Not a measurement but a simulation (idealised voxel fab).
process module | voxel fin reveal
cross-section cut | 295 nm wide | cells 5 nm
A cross-section is a grid of square cells, given in bands from the top down. A band is one or more rows of cells.
Each band's line starts with the height of the band's top and of its bottom, in nm. Then come its materials from left to right, each with its width in nm. One material with "throughout" fills the band from edge to edge. "air" is empty space.
Height 0 is the level under which the wafer as received is all one material. The lowest band goes on downwards, as in "0 down".
A width such as "30 to 40" changes by the same amount from each row of cells to the next, from the band's top row to its bottom row.
"no change" after a step means that no cell of the cross-section changed.
closed voids: empty space of 8 cells or more with no open way to the top, each as width x height at its distance from the left edge, in nm
after a step's settings: what the simulator itself notes on the step
overlay nm, on a step with a mask: how far to the right of its planned place the mask lay; to the left if negative
plan
1 op RECEIVE | material Si
2 op CONFORMAL_DEP | material SiN | thk nm 5
3 op PATTERN | tone cover | mask id FINS | material resist | width nm 15 | pitch nm 35 | thk nm 15 | overlay nm 0
4 op DIRECTIONAL_ETCH | etch materials SiN | depth nm 5
5 op DIRECTIONAL_ETCH | etch materials Si | depth nm 40
6 op STRIP | etch materials resist
7 op OXIDIZE | depth nm 5
8 op FILL_DEP | material SiO2 | thk nm 5
9 op CMP | height nm 5
10 op SELECTIVE_ETCH | etch materials SiO2 | depth nm 10
11 op STRIP | etch materials SiN
12 op CONFORMAL_DEP | material SiO2 | thk nm 5
varied across the wafers: depth nm of step 10. The plan shows the first wafer's value. All wafers start alike
first wafer as received, after step 1
  0 down: Si throughout
  closed voids: none
each wafer at the end: cells of each material gained (+) or lost (-) since it was received, then its closed voids
depth nm 10 | -513 Si | +519 SiO2 | closed voids: none
depth nm 15 | -513 Si | +466 SiO2 | closed voids: none
depth nm 20 | -513 Si | +413 SiO2 | closed voids: none
depth nm 25 | -513 Si | +360 SiO2 | closed voids: none
depth nm 30 | -513 Si | +307 SiO2 | closed voids: none
depth nm 35 | -513 Si | +254 SiO2 | closed voids: none
